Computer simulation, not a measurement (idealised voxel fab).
The document below concerns the process module designated voxel capacitor over wiring.
Section cut is 155 nm wide and gridded with 5 nm square cells.
Square cells in a grid make up a cross-section in this document, and the grid is given as bands, listed from the top down, each one or more rows of cells. A band entry consists of two parts. The first gives the height of the band's top and the height of its bottom, in nm. The rest lists the band's materials from left to right, each with its width in nm. A single material labelled with the word "edge to edge" fills the band from edge to edge, and the word "air" marks empty space. Basically, 0 is our baseline, since under it the wafer straight out of the box is all one material. The bottom band has no lower end and keeps on going down, so it looks like "0 and below". Think of "30..40" as a width that walks from the first number to the second as you go down the band, top row to bottom row, taking equal-sized steps from row to row. "changes: none", as given for a step, is the statement that not any cell of the cross-section underwent a change during that step. In the "Sealed void listing" entry, you get each enclosed empty space of 8 cells or more, one with no open way to the top, written width x height at distance, distance from the left edge, in nm. Step line, after settings: the simulator's comment on this step. What "overlay nm" on a step's line means: if the step has a mask, that mask lay this far to the right of its planned place, or, when the value is negative, to the left. In what follows, pairs of cross-sections are presented, each taken before and after one process step, with the after cross-section shown only down to the lowest band that was altered; the step, together with its settings, is stated below the pair. The pairs may stem from different runs of this module on the same starting wafer; accordingly, a pair should be taken as continuing from the one above it solely where its entry headed "State on entry" indicates as much.

[State on entry]
* 0 and below | Si edge to edge
* Sealed void listing: none

[after]
* 15 down to 0 | SiO2 edge to edge
* Below 0, no change.
* Sealed void listing: none
What was done to get from the upper cross-section to the lower one? op CONFORMAL_DEP | material SiO2 | thk nm 15

State on entry: see the after view in the pair directly above.

[after]
* 20 down to 15 | SiCN edge to edge
* Below 15, no change.
* Sealed void listing: none
What was done to get from the upper cross-section to the lower one? op CONFORMAL_DEP | material SiCN | thk nm 5

State on entry: see the after view in the pair directly above.

[after]
* 35 down to 20 | SiO2 edge to edge
* Below 20, no change.
* Sealed void listing: none
What was done to get from the upper cross-section to the lower one? op DIRECTIONAL_DEP | material SiO2 | thk nm 15

State on entry: see the after view in the pair directly above.

[after]
* 55 down to 35 | resist: 20, then air: 25, then resist: 65, then air: 25, then resist: 20
* Below 35, no change.
* Sealed void listing: none
What was done to get from the upper cross-section to the lower one? op PATTERN | tone open | mask id METAL_1 | material resist | width nm 25 | pitch nm 90 | thk nm 20 | overlay nm 0

State on entry: see the after view in the pair directly above.

[after]
* 55 down to 35 | resist: 20, then air: 25, then resist: 65, then air: 25, then resist: 20
* 35 down to 20 | SiO2: 20, then air: 25, then SiO2: 65, then air: 25, then SiO2: 20
* Below 20, no change.
* Sealed void listing: none
What was done to get from the upper cross-section to the lower one? op DIRECTIONAL_ETCH | etch materials SiO2 | depth nm 15

State on entry: see the after view in the pair directly above.

[after]
* 55 down to 35 | resist: 20, then air: 25, then resist: 65, then air: 25, then resist: 20
* 35 down to 20 | SiO2: 20, then air: 25, then SiO2: 65, then air: 25, then SiO2: 20
* 20 down to 15 | SiCN: 20, then air: 25, then SiCN: 65, then air: 25, then SiCN: 20
* Below 15, no change.
* Sealed void listing: none
What was done to get from the upper cross-section to the lower one? op DIRECTIONAL_ETCH | etch materials SiCN | depth nm 5

State on entry: see the after view in the pair directly above.

[after]
* 35 down to 20 | SiO2: 20, then air: 25, then SiO2: 65, then air: 25, then SiO2: 20
* Below 20, no change.
* Sealed void listing: none
What was done to get from the upper cross-section to the lower one? op STRIP | etch materials resist

State on entry: see the after view in the pair directly above.

[after]
* 40 down to 35 | TiN: 25, then air: 15, then TiN: 75, then air: 15, then TiN: 25
* 35 down to 20 | SiO2: 20, then TiN: 5, then air: 15, then TiN: 5, then SiO2: 65, then TiN: 5, then air: 15, then TiN: 5, then SiO2: 20
* 20 down to 15 | SiCN: 20, then TiN: 25, then SiCN: 65, then TiN: 25, then SiCN: 20
* Below 15, no change.
* Sealed void listing: none
What was done to get from the upper cross-section to the lower one? op CONFORMAL_DEP | material TiN | thk nm 5

State on entry: see the after view in the pair directly above.

[after]
* 50 down to 40 | Ru edge to edge
* 40 down to 35 | TiN: 25, then Ru: 15, then TiN: 75, then Ru: 15, then TiN: 25
* 35 down to 20 | SiO2: 20, then TiN: 5, then Ru: 15, then TiN: 5, then SiO2: 65, then TiN: 5, then Ru: 15, then TiN: 5, then SiO2: 20
* Below 20, no change.
* Sealed void listing: none
What was done to get from the upper cross-section to the lower one? op FILL_DEP | material Ru | thk nm 10

State on entry: see the after view in the pair directly above.

[after]
* 35 down to 20 | SiO2: 20, then TiN: 5, then Ru: 15, then TiN: 5, then SiO2: 65, then TiN: 5, then Ru: 15, then TiN: 5, then SiO2: 20
* Below 20, no change.
* Sealed void listing: none
What was done to get from the upper cross-section to the lower one? op CMP | height nm 35

State on entry: see the after view in the pair directly above.

[after]
* 40 down to 35 | SiCN edge to edge
* Below 35, no change.
* Sealed void listing: none
What was done to get from the upper cross-section to the lower one? op CONFORMAL_DEP | material SiCN | thk nm 5

State on entry: see the after view in the pair directly above.

[after]
* 55 down to 40 | SiO2 edge to edge
* Below 40, no change.
* Sealed void listing: none
What was done to get from the upper cross-section to the lower one? op DIRECTIONAL_DEP | material SiO2 | thk nm 15

State on entry: see the after view in the pair directly above.

[after]
* 65 down to 55 | aC edge to edge
* Below 55, no change.
* Sealed void listing: none
What was done to get from the upper cross-section to the lower one? op DIRECTIONAL_DEP | material aC | thk nm 10

State on entry: see the after view in the pair directly above.

[after]
* 90 down to 65 | resist: 30, then air: 15, then resist: 110
* Below 65, no change.
* Sealed void listing: none
What was done to get from the upper cross-section to the lower one? op PATTERN | tone open | mask id PLUG_1 | material resist | width nm 15 | thk nm 25 | overlay nm 0

State on entry: see the after view in the pair directly above.

[after]
* 80 down to 65 | resist: 30, then air: 15, then resist: 110
* 65 down to 55 | aC: 30, then air: 15, then aC: 110
* Below 55, no change.
* Sealed void listing: none
What was done to get from the upper cross-section to the lower one? op DIRECTIONAL_ETCH | etch materials aC | depth nm 10

State on entry: see the after view in the pair directly above.

[after]
* 65 down to 55 | aC: 30, then air: 15, then aC: 110
* Below 55, no change.
* Sealed void listing: none
What was done to get from the upper cross-section to the lower one? op STRIP | etch materials resist

State on entry: see the after view in the pair directly above.

[after]
* 65 down to 55 | aC: 30, then air: 15, then aC: 110
* 55 down to 40 | SiO2: 30, then air: 15, then SiO2: 110
* Below 40, no change.
* Sealed void listing: none
What was done to get from the upper cross-section to the lower one? op DIRECTIONAL_ETCH | etch materials SiO2 | depth nm 15

State on entry: see the after view in the pair directly above.

[after]
* 65 down to 55 | aC: 30, then air: 15, then aC: 110
* 55 down to 40 | SiO2: 30, then air: 15, then SiO2: 110
* 40 down to 35 | SiCN: 30, then air: 15, then SiCN: 110
* Below 35, no change.
* Sealed void listing: none
What was done to get from the upper cross-section to the lower one? op DIRECTIONAL_ETCH | etch materials SiCN | depth nm 5

State on entry: see the after view in the pair directly above.

[after]
* 55 down to 40 | SiO2: 30, then air: 15, then SiO2: 110
* Below 40, no change.
* Sealed void listing: none
What was done to get from the upper cross-section to the lower one? op STRIP | etch materials aC

State on entry: see the after view in the pair directly above.

[after]
* 55 down to 45 | SiO2: 30, then air: 15, then SiO2: 110
* 45 down to 40 | SiO2: 30, then Ru: 15, then SiO2: 110
* 40 down to 35 | SiCN: 30, then Ru: 15, then SiCN: 110
* Below 35, no change.
* Sealed void listing: none
What was done to get from the upper cross-section to the lower one? op EPI | material Ru | thk nm 10

State on entry: see the after view in the pair directly above.

[after]
* 55 down to 40 | SiO2: 30, then Ru: 15, then SiO2: 110
* Below 40, no change.
* Sealed void listing: none
What was done to get from the upper cross-section to the lower one? op EPI | material Ru | thk nm 10

State on entry: see the after view in the pair directly above.

[after]
* 65 down to 55 | TiN edge to edge
* Below 55, no change.
* Sealed void listing: none
What was done to get from the upper cross-section to the lower one? op DIRECTIONAL_DEP | material TiN | thk nm 10

State on entry: see the after view in the pair directly above.

[after]
* 70 down to 65 | HfO2 edge to edge
* Below 65, no change.
* Sealed void listing: none
What was done to get from the upper cross-section to the lower one? op DIRECTIONAL_DEP | material HfO2 | thk nm 5

State on entry: see the after view in the pair directly above.

[after]
* 75 down to 70 | TiN edge to edge
* Below 70, no change.
* Sealed void listing: none
What was done to get from the upper cross-section to the lower one? op DIRECTIONAL_DEP | material TiN | thk nm 5

State on entry: see the after view in the pair directly above.

[after]
* 90 down to 75 | air: 30, then resist: 70, then air: 55
* Below 75, no change.
* Sealed void listing: none
What was done to get from the upper cross-section to the lower one? op PATTERN | tone cover | mask id UPPER_PLATE | material resist | width nm 70 | thk nm 15 | overlay nm 0

State on entry: see the after view in the pair directly above.

[after]
* 90 down to 75 | air: 30, then resist: 70, then air: 55
* 75 down to 70 | air: 30, then TiN: 70, then air: 55
* Below 70, no change.
* Sealed void listing: none
What was done to get from the upper cross-section to the lower one? op DIRECTIONAL_ETCH | etch materials TiN | depth nm 5

State on entry: see the after view in the pair directly above.

[after]
* 90 down to 75 | air: 30, then resist: 70, then air: 55
* 75 down to 70 | air: 30, then TiN: 70, then air: 55
* 70 down to 65 | air: 30, then HfO2: 70, then air: 55
* Below 65, no change.
* Sealed void listing: none
What was done to get from the upper cross-section to the lower one? op DIRECTIONAL_ETCH | etch materials HfO2 | depth nm 5

State on entry: see the after view in the pair directly above.

[after]
* 75 down to 70 | air: 30, then TiN: 70, then air: 55
* Below 70, no change.
* Sealed void listing: none
What was done to get from the upper cross-section to the lower one? op STRIP | etch materials resist

State on entry: see the after view in the pair directly above.

[after]
* 95 down to 75 | air: 25, then resist: 80, then air: 50
* 75 down to 70 | air: 25, then resist: 5, then TiN: 70, then resist: 5, then air: 50
* 70 down to 65 | air: 25, then resist: 5, then HfO2: 70, then resist: 5, then air: 50
* Below 65, no change.
* Sealed void listing: none
What was done to get from the upper cross-section to the lower one? op PATTERN | tone cover | mask id LOWER_PLATE | material resist | width nm 80 | thk nm 20 | overlay nm 0

State on entry: see the after view in the pair directly above.

[after]
* 95 down to 75 | air: 25, then resist: 80, then air: 50
* 75 down to 70 | air: 25, then resist: 5, then TiN: 70, then resist: 5, then air: 50
* 70 down to 65 | air: 25, then resist: 5, then HfO2: 70, then resist: 5, then air: 50
* 65 down to 55 | air: 25, then TiN: 80, then air: 50
* Below 55, no change.
* Sealed void listing: none
What was done to get from the upper cross-section to the lower one? op DIRECTIONAL_ETCH | etch materials TiN | depth nm 10

State on entry: see the after view in the pair directly above.

[after]
* 75 down to 70 | air: 30, then TiN: 70, then air: 55
* 70 down to 65 | air: 30, then HfO2: 70, then air: 55
* Below 65, no change.
* Sealed void listing: none
What was done to get from the upper cross-section to the lower one? op STRIP | etch materials resist

State on entry: see the after view in the pair directly above.

[after]
* 95 down to 75 | SiO2 edge to edge
* 75 down to 70 | SiO2: 30, then TiN: 70, then SiO2: 55
* 70 down to 65 | SiO2: 30, then HfO2: 70, then SiO2: 55
* 65 down to 55 | SiO2: 25, then TiN: 80, then SiO2: 50
* Below 55, no change.
* Sealed void listing: none
What was done to get from the upper cross-section to the lower one? op FILL_DEP | material SiO2 | thk nm 20

State on entry: see the after view in the pair directly above.

[after]
* 90 down to 75 | SiO2 edge to edge
* Below 75, no change.
* Sealed void listing: none
What was done to get from the upper cross-section to the lower one? op CMP | height nm 90

State on entry: see the after view in the pair directly above.

[after]
* 110 down to 90 | resist: 40, then air: 15, then resist: 100
* Below 90, no change.
* Sealed void listing: none
What was done to get from the upper cross-section to the lower one? op PATTERN | tone open | mask id PLUG_2 | material resist | width nm 15 | thk nm 20 | overlay nm 0

State on entry: see the after view in the pair directly above.

[after]
* 110 down to 90 | resist: 40, then air: 15, then resist: 100
* 90 down to 75 | SiO2: 40, then air: 15, then SiO2: 100
* Below 75, no change.
* Sealed void listing: none
What was done to get from the upper cross-section to the lower one? op DIRECTIONAL_ETCH | etch materials SiO2 | depth nm 15

State on entry: see the after view in the pair directly above.

[after]
* 90 down to 75 | SiO2: 40, then air: 15, then SiO2: 100
* Below 75, no change.
* Sealed void listing: none
What was done to get from the upper cross-section to the lower one? op STRIP | etch materials resist

State on entry: see the after view in the pair directly above.

[after]
* 95 down to 90 | TiN: 45, then air: 5, then TiN: 105
* 90 down to 80 | SiO2: 40, then TiN: 5, then air: 5, then TiN: 5, then SiO2: 100
* 80 down to 70 | SiO2: 40..30, then TiN: 15..70, then SiO2: 100..55
* Below 70, no change.
* Sealed void listing: none
What was done to get from the upper cross-section to the lower one? op CONFORMAL_DEP | material TiN | thk nm 5

State on entry: see the after view in the pair directly above.

[after]
* 105 down to 95 | Ru edge to edge
* 95 down to 90 | TiN: 45, then Ru: 5, then TiN: 105
* 90 down to 80 | SiO2: 40, then TiN: 5, then Ru: 5, then TiN: 5, then SiO2: 100
* Below 80, no change.
* Sealed void listing: none
What was done to get from the upper cross-section to the lower one? op FILL_DEP | material Ru | thk nm 10

State on entry: see the after view in the pair directly above.

[after]
* 90 down to 80 | SiO2: 40, then TiN: 5, then Ru: 5, then TiN: 5, then SiO2: 100
* Below 80, no change.
* Sealed void listing: none
What was done to get from the upper cross-section to the lower one? op CMP | height nm 90

State on entry: see the after view in the pair directly above.

[after]
* 95 down to 90 | SiCN edge to edge
* Below 90, no change.
* Sealed void listing: none
What was done to get from the upper cross-section to the lower one? op CONFORMAL_DEP | material SiCN | thk nm 5

[State on entry]
* 0 and below | Si edge to edge
* Sealed void listing: none

[after]
* 5 down to 0 | SiCN edge to edge
* Below 0, no change.
* Sealed void listing: none
What was done to get from the upper cross-section to the lower one? op CONFORMAL_DEP | material SiCN | thk nm 5

State on entry: see the after view in the pair directly above.

[after]
* 20 down to 5 | SiO2 edge to edge
* Below 5, no change.
* Sealed void listing: none
What was done to get from the upper cross-section to the lower one? op DIRECTIONAL_DEP | material SiO2 | thk nm 15

State on entry: see the after view in the pair directly above.

[after]
* 40 down to 20 | resist: 20, then air: 25, then resist: 65, then air: 25, then resist: 20
* Below 20, no change.
* Sealed void listing: none
What was done to get from the upper cross-section to the lower one? op PATTERN | tone open | mask id METAL_1 | material resist | width nm 25 | pitch nm 90 | thk nm 20 | overlay nm 0

State on entry: see the after view in the pair directly above.

[after]
* 40 down to 20 | resist: 20, then air: 25, then resist: 65, then air: 25, then resist: 20
* 20 down to 5 | SiO2: 20, then air: 25, then SiO2: 65, then air: 25, then SiO2: 20
* Below 5, no change.
* Sealed void listing: none
What was done to get from the upper cross-section to the lower one? op DIRECTIONAL_ETCH | etch materials SiO2 | depth nm 15

State on entry: see the after view in the pair directly above.

[after]
* 40 down to 20 | resist: 20, then air: 25, then resist: 65, then air: 25, then resist: 20
* 20 down to 5 | SiO2: 20, then air: 25, then SiO2: 65, then air: 25, then SiO2: 20
* 5 down to 0 | SiCN: 20, then air: 25, then SiCN: 65, then air: 25, then SiCN: 20
* Below 0, no change.
* Sealed void listing: none
What was done to get from the upper cross-section to the lower one? op DIRECTIONAL_ETCH | etch materials SiCN | depth nm 5

State on entry: see the after view in the pair directly above.

[after]
* 20 down to 5 | SiO2: 20, then air: 25, then SiO2: 65, then air: 25, then SiO2: 20
* Below 5, no change.
* Sealed void listing: none
What was done to get from the upper cross-section to the lower one? op STRIP | etch materials resist

State on entry: see the after view in the pair directly above.

[after]
* 25 down to 20 | TiN: 25, then air: 15, then TiN: 75, then air: 15, then TiN: 25
* 20 down to 5 | SiO2: 20, then TiN: 5, then air: 15, then TiN: 5, then SiO2: 65, then TiN: 5, then air: 15, then TiN: 5, then SiO2: 20
* 5 down to 0 | SiCN: 20, then TiN: 25, then SiCN: 65, then TiN: 25, then SiCN: 20
* Below 0, no change.
* Sealed void listing: none
What was done to get from the upper cross-section to the lower one? op CONFORMAL_DEP | material TiN | thk nm 5

State on entry: see the after view in the pair directly above.

[after]
* 35 down to 25 | Ru edge to edge
* 25 down to 20 | TiN: 25, then Ru: 15, then TiN: 75, then Ru: 15, then TiN: 25
* 20 down to 5 | SiO2: 20, then TiN: 5, then Ru: 15, then TiN: 5, then SiO2: 65, then TiN: 5, then Ru: 15, then TiN: 5, then SiO2: 20
* Below 5, no change.
* Sealed void listing: none
What was done to get from the upper cross-section to the lower one? op FILL_DEP | material Ru | thk nm 10

State on entry: see the after view in the pair directly above.

[after]
* 40 down to 35 | SiCN edge to edge
* Below 35, no change.
* Sealed void listing: none
What was done to get from the upper cross-section to the lower one? op CONFORMAL_DEP | material SiCN | thk nm 5

State on entry: see the after view in the pair directly above.

[after]
* 55 down to 40 | SiO2 edge to edge
* Below 40, no change.
* Sealed void listing: none
What was done to get from the upper cross-section to the lower one? op DIRECTIONAL_DEP | material SiO2 | thk nm 15

State on entry: see the after view in the pair directly above.

[after]
* 65 down to 55 | aC edge to edge
* Below 55, no change.
* Sealed void listing: none
What was done to get from the upper cross-section to the lower one? op DIRECTIONAL_DEP | material aC | thk nm 10

State on entry: see the after view in the pair directly above.

[after]
* 90 down to 65 | resist: 30, then air: 15, then resist: 110
* Below 65, no change.
* Sealed void listing: none
What was done to get from the upper cross-section to the lower one? op PATTERN | tone open | mask id PLUG_1 | material resist | width nm 15 | thk nm 25 | overlay nm 0

State on entry: see the after view in the pair directly above.

[after]
* 80 down to 65 | resist: 30, then air: 15, then resist: 110
* 65 down to 55 | aC: 30, then air: 15, then aC: 110
* Below 55, no change.
* Sealed void listing: none
What was done to get from the upper cross-section to the lower one? op DIRECTIONAL_ETCH | etch materials aC | depth nm 10

State on entry: see the after view in the pair directly above.

[after]
* 65 down to 55 | aC: 30, then air: 15, then aC: 110
* Below 55, no change.
* Sealed void listing: none
What was done to get from the upper cross-section to the lower one? op STRIP | etch materials resist

State on entry: see the after view in the pair directly above.

[after]
* 65 down to 55 | aC: 30, then air: 15, then aC: 110
* 55 down to 40 | SiO2: 30, then air: 15, then SiO2: 110
* Below 40, no change.
* Sealed void listing: none
What was done to get from the upper cross-section to the lower one? op DIRECTIONAL_ETCH | etch materials SiO2 | depth nm 15

State on entry: see the after view in the pair directly above.

[after]
* 65 down to 55 | aC: 30, then air: 15, then aC: 110
* 55 down to 40 | SiO2: 30, then air: 15, then SiO2: 110
* 40 down to 35 | SiCN: 30, then air: 15, then SiCN: 110
* Below 35, no change.
* Sealed void listing: none
What was done to get from the upper cross-section to the lower one? op DIRECTIONAL_ETCH | etch materials SiCN | depth nm 5

State on entry: see the after view in the pair directly above.

[after]
* 55 down to 40 | SiO2: 30, then air: 15, then SiO2: 110
* Below 40, no change.
* Sealed void listing: none
What was done to get from the upper cross-section to the lower one? op STRIP | etch materials aC

State on entry: see the after view in the pair directly above.

[after]
* 55 down to 45 | SiO2: 30, then air: 15, then SiO2: 110
* 45 down to 40 | SiO2: 30, then Ru: 15, then SiO2: 110
* 40 down to 35 | SiCN: 30, then Ru: 15, then SiCN: 110
* Below 35, no change.
* Sealed void listing: none
What was done to get from the upper cross-section to the lower one? op EPI | material Ru | thk nm 10

State on entry: see the after view in the pair directly above.

[after]
* 55 down to 40 | SiO2: 30, then Ru: 15, then SiO2: 110
* Below 40, no change.
* Sealed void listing: none
What was done to get from the upper cross-section to the lower one? op EPI | material Ru | thk nm 10

State on entry: see the after view in the pair directly above.

[after]
* 65 down to 55 | TiN edge to edge
* Below 55, no change.
* Sealed void listing: none
What was done to get from the upper cross-section to the lower one? op DIRECTIONAL_DEP | material TiN | thk nm 10

State on entry: see the after view in the pair directly above.

[after]
* 70 down to 65 | HfO2 edge to edge
* Below 65, no change.
* Sealed void listing: none
What was done to get from the upper cross-section to the lower one? op DIRECTIONAL_DEP | material HfO2 | thk nm 5

State on entry: see the after view in the pair directly above.

[after]
* 75 down to 70 | TiN edge to edge
* Below 70, no change.
* Sealed void listing: none
What was done to get from the upper cross-section to the lower one? op DIRECTIONAL_DEP | material TiN | thk nm 5

State on entry: see the after view in the pair directly above.

[after]
* 90 down to 75 | air: 30, then resist: 70, then air: 55
* Below 75, no change.
* Sealed void listing: none
What was done to get from the upper cross-section to the lower one? op PATTERN | tone cover | mask id UPPER_PLATE | material resist | width nm 70 | thk nm 15 | overlay nm 0

State on entry: see the after view in the pair directly above.

[after]
* 90 down to 75 | air: 30, then resist: 70, then air: 55
* 75 down to 70 | air: 30, then TiN: 70, then air: 55
* Below 70, no change.
* Sealed void listing: none
What was done to get from the upper cross-section to the lower one? op DIRECTIONAL_ETCH | etch materials TiN | depth nm 5

State on entry: see the after view in the pair directly above.

[after]
* 90 down to 75 | air: 30, then resist: 70, then air: 55
* 75 down to 70 | air: 30, then TiN: 70, then air: 55
* 70 down to 65 | air: 30, then HfO2: 70, then air: 55
* Below 65, no change.
* Sealed void listing: none
What was done to get from the upper cross-section to the lower one? op DIRECTIONAL_ETCH | etch materials HfO2 | depth nm 5

State on entry: see the after view in the pair directly above.

[after]
* 75 down to 70 | air: 30, then TiN: 70, then air: 55
* Below 70, no change.
* Sealed void listing: none
What was done to get from the upper cross-section to the lower one? op STRIP | etch materials resist

State on entry: see the after view in the pair directly above.

[after]
* 95 down to 75 | air: 25, then resist: 80, then air: 50
* 75 down to 70 | air: 25, then resist: 5, then TiN: 70, then resist: 5, then air: 50
* 70 down to 65 | air: 25, then resist: 5, then HfO2: 70, then resist: 5, then air: 50
* Below 65, no change.
* Sealed void listing: none
What was done to get from the upper cross-section to the lower one? op PATTERN | tone cover | mask id LOWER_PLATE | material resist | width nm 80 | thk nm 20 | overlay nm 0

State on entry: see the after view in the pair directly above.

[after]
* 95 down to 75 | air: 25, then resist: 80, then air: 50
* 75 down to 70 | air: 25, then resist: 5, then TiN: 70, then resist: 5, then air: 50
* 70 down to 65 | air: 25, then resist: 5, then HfO2: 70, then resist: 5, then air: 50
* 65 down to 55 | air: 25, then TiN: 80, then air: 50
* Below 55, no change.
* Sealed void listing: none
What was done to get from the upper cross-section to the lower one? op DIRECTIONAL_ETCH | etch materials TiN | depth nm 10

State on entry: see the after view in the pair directly above.

[after]
* 75 down to 70 | air: 30, then TiN: 70, then air: 55
* 70 down to 65 | air: 30, then HfO2: 70, then air: 55
* Below 65, no change.
* Sealed void listing: none
What was done to get from the upper cross-section to the lower one? op STRIP | etch materials resist

State on entry: see the after view in the pair directly above.

[after]
* 95 down to 75 | SiO2 edge to edge
* 75 down to 70 | SiO2: 30, then TiN: 70, then SiO2: 55
* 70 down to 65 | SiO2: 30, then HfO2: 70, then SiO2: 55
* 65 down to 55 | SiO2: 25, then TiN: 80, then SiO2: 50
* Below 55, no change.
* Sealed void listing: none
What was done to get from the upper cross-section to the lower one? op FILL_DEP | material SiO2 | thk nm 20

State on entry: see the after view in the pair directly above.

[after]
* 90 down to 75 | SiO2 edge to edge
* Below 75, no change.
* Sealed void listing: none
What was done to get from the upper cross-section to the lower one? op CMP | height nm 90

State on entry: see the after view in the pair directly above.

[after]
* 110 down to 90 | resist: 40, then air: 15, then resist: 100
* Below 90, no change.
* Sealed void listing: none
What was done to get from the upper cross-section to the lower one? op PATTERN | tone open | mask id PLUG_2 | material resist | width nm 15 | thk nm 20 | overlay nm 0

State on entry: see the after view in the pair directly above.

[after]
* 110 down to 90 | resist: 40, then air: 15, then resist: 100
* 90 down to 75 | SiO2: 40, then air: 15, then SiO2: 100
* Below 75, no change.
* Sealed void listing: none
What was done to get from the upper cross-section to the lower one? op DIRECTIONAL_ETCH | etch materials SiO2 | depth nm 15

State on entry: see the after view in the pair directly above.

[after]
* 90 down to 75 | SiO2: 40, then air: 15, then SiO2: 100
* Below 75, no change.
* Sealed void listing: none
What was done to get from the upper cross-section to the lower one? op STRIP | etch materials resist

State on entry: see the after view in the pair directly above.

[after]
* 95 down to 90 | TiN: 45, then air: 5, then TiN: 105
* 90 down to 80 | SiO2: 40, then TiN: 5, then air: 5, then TiN: 5, then SiO2: 100
* 80 down to 70 | SiO2: 40..30, then TiN: 15..70, then SiO2: 100..55
* Below 70, no change.
* Sealed void listing: none
What was done to get from the upper cross-section to the lower one? op CONFORMAL_DEP | material TiN | thk nm 5

State on entry: see the after view in the pair directly above.

[after]
* 105 down to 95 | Ru edge to edge
* 95 down to 90 | TiN: 45, then Ru: 5, then TiN: 105
* 90 down to 80 | SiO2: 40, then TiN: 5, then Ru: 5, then TiN: 5, then SiO2: 100
* Below 80, no change.
* Sealed void listing: none
What was done to get from the upper cross-section to the lower one? op FILL_DEP | material Ru | thk nm 10

State on entry: see the after view in the pair directly above.

[after]
* 90 down to 80 | SiO2: 40, then TiN: 5, then Ru: 5, then TiN: 5, then SiO2: 100
* Below 80, no change.
* Sealed void listing: none
What was done to get from the upper cross-section to the lower one? op CMP | height nm 90

State on entry: see the after view in the pair directly above.

[after]
* 95 down to 90 | SiCN edge to edge
* Below 90, no change.
* Sealed void listing: none
What was done to get from the upper cross-section to the lower one? op CONFORMAL_DEP | material SiCN | thk nm 5

[State on entry]
* 55 down to 40 | SiO2: 30, then Ru: 15, then SiO2: 110
* 40 down to 35 | SiCN: 30, then Ru: 15, then SiCN: 110
* 35 down to 20 | SiO2: 20, then TiN: 5, then Ru: 15, then TiN: 5, then SiO2: 65, then TiN: 5, then Ru: 15, then TiN: 5, then SiO2: 20
* 20 down to 15 | SiCN: 20, then TiN: 25, then SiCN: 65, then TiN: 25, then SiCN: 20
* 15 down to 0 | SiO2 edge to edge
* 0 and below | Si edge to edge
* Sealed void listing: none

[after]
* 65 down to 55 | air: 20, then Ru: 35, then air: 100
* Below 55, no change.
* Sealed void listing: none
What was done to get from the upper cross-section to the lower one? op EPI | material Ru | thk nm 10

State on entry: see the after view in the pair directly above.

[after]
* 75 down to 65 | air: 20, then TiN: 35, then air: 100
* 65 down to 55 | TiN: 20, then Ru: 35, then TiN: 100
* Below 55, no change.
* Sealed void listing: none
What was done to get from the upper cross-section to the lower one? op DIRECTIONAL_DEP | material TiN | thk nm 10

State on entry: see the after view in the pair directly above.

[after]
* 80 down to 75 | air: 20, then HfO2: 35, then air: 100
* 75 down to 70 | air: 20, then TiN: 35, then air: 100
* 70 down to 65 | HfO2: 20, then TiN: 35, then HfO2: 100
* Below 65, no change.
* Sealed void listing: none
What was done to get from the upper cross-section to the lower one? op DIRECTIONAL_DEP | material HfO2 | thk nm 5

State on entry: see the after view in the pair directly above.

[after]
* 85 down to 80 | air: 20, then TiN: 35, then air: 100
* 80 down to 75 | air: 20, then HfO2: 35, then air: 100
* 75 down to 70 | TiN edge to edge
* Below 70, no change.
* Sealed void listing: none
What was done to get from the upper cross-section to the lower one? op DIRECTIONAL_DEP | material TiN | thk nm 5

State on entry: see the after view in the pair directly above.

[after]
* 100 down to 85 | air: 30, then resist: 70, then air: 55
* 85 down to 80 | air: 20, then TiN: 35, then resist: 45, then air: 55
* 80 down to 75 | air: 20, then HfO2: 35, then resist: 45, then air: 55
* Below 75, no change.
* Sealed void listing: none
What was done to get from the upper cross-section to the lower one? op PATTERN | tone cover | mask id UPPER_PLATE | material resist | width nm 70 | thk nm 15 | overlay nm 0

State on entry: see the after view in the pair directly above.

[after]
* 100 down to 85 | air: 30, then resist: 70, then air: 55
* 85 down to 80 | air: 30, then TiN: 25, then resist: 45, then air: 55
* 80 down to 75 | air: 20, then HfO2: 35, then resist: 45, then air: 55
* 75 down to 70 | air: 20, then TiN: 80, then air: 55
* Below 70, no change.
* Sealed void listing: none
What was done to get from the upper cross-section to the lower one? op DIRECTIONAL_ETCH | etch materials TiN | depth nm 5

State on entry: see the after view in the pair directly above.

[after]
* 100 down to 85 | air: 30, then resist: 70, then air: 55
* 85 down to 80 | air: 30, then TiN: 25, then resist: 45, then air: 55
* 80 down to 75 | air: 30, then HfO2: 25, then resist: 45, then air: 55
* 75 down to 70 | air: 20, then TiN: 80, then air: 55
* 70 down to 65 | air: 20, then TiN: 35, then HfO2: 45, then air: 55
* Below 65, no change.
* Sealed void listing: none
What was done to get from the upper cross-section to the lower one? op DIRECTIONAL_ETCH | etch materials HfO2 | depth nm 5

State on entry: see the after view in the pair directly above.

[after]
* 85 down to 80 | air: 30, then TiN: 25, then air: 100
* 80 down to 75 | air: 30, then HfO2: 25, then air: 100
* Below 75, no change.
* Sealed void listing: none
What was done to get from the upper cross-section to the lower one? op STRIP | etch materials resist

State on entry: see the after view in the pair directly above.

[after]
* 105 down to 85 | air: 25, then resist: 80, then air: 50
* 85 down to 80 | air: 25, then resist: 5, then TiN: 25, then resist: 50, then air: 50
* 80 down to 75 | air: 25, then resist: 5, then HfO2: 25, then resist: 50, then air: 50
* 75 down to 70 | air: 20, then TiN: 80, then resist: 5, then air: 50
* 70 down to 65 | air: 20, then TiN: 35, then HfO2: 45, then resist: 5, then air: 50
* Below 65, no change.
* Sealed void listing: none
What was done to get from the upper cross-section to the lower one? op PATTERN | tone cover | mask id LOWER_PLATE | material resist | width nm 80 | thk nm 20 | overlay nm 0

State on entry: see the after view in the pair directly above.

[after]
* 105 down to 85 | air: 25, then resist: 80, then air: 50
* 85 down to 80 | air: 25, then resist: 5, then TiN: 25, then resist: 50, then air: 50
* 80 down to 75 | air: 25, then resist: 5, then HfO2: 25, then resist: 50, then air: 50
* 75 down to 70 | air: 25, then TiN: 75, then resist: 5, then air: 50
* 70 down to 65 | air: 25, then TiN: 30, then HfO2: 45, then resist: 5, then air: 50
* 65 down to 55 | air: 20, then Ru: 35, then TiN: 50, then air: 50
* Below 55, no change.
* Sealed void listing: none
What was done to get from the upper cross-section to the lower one? op DIRECTIONAL_ETCH | etch materials TiN | depth nm 10

State on entry: see the after view in the pair directly above.

[after]
* 85 down to 80 | air: 30, then TiN: 25, then air: 100
* 80 down to 75 | air: 30, then HfO2: 25, then air: 100
* 75 down to 70 | air: 25, then TiN: 75, then air: 55
* 70 down to 65 | air: 25, then TiN: 30, then HfO2: 45, then air: 55
* Below 65, no change.
* Sealed void listing: none
What was done to get from the upper cross-section to the lower one? op STRIP | etch materials resist

State on entry: see the after view in the pair directly above.

[after]
* 105 down to 85 | SiO2 edge to edge
* 85 down to 80 | SiO2: 30, then TiN: 25, then SiO2: 100
* 80 down to 75 | SiO2: 30, then HfO2: 25, then SiO2: 100
* 75 down to 70 | SiO2: 25, then TiN: 75, then SiO2: 55
* 70 down to 65 | SiO2: 25, then TiN: 30, then HfO2: 45, then SiO2: 55
* 65 down to 55 | SiO2: 20, then Ru: 35, then TiN: 50, then SiO2: 50
* Below 55, no change.
* Sealed void listing: none
What was done to get from the upper cross-section to the lower one? op FILL_DEP | material SiO2 | thk nm 20
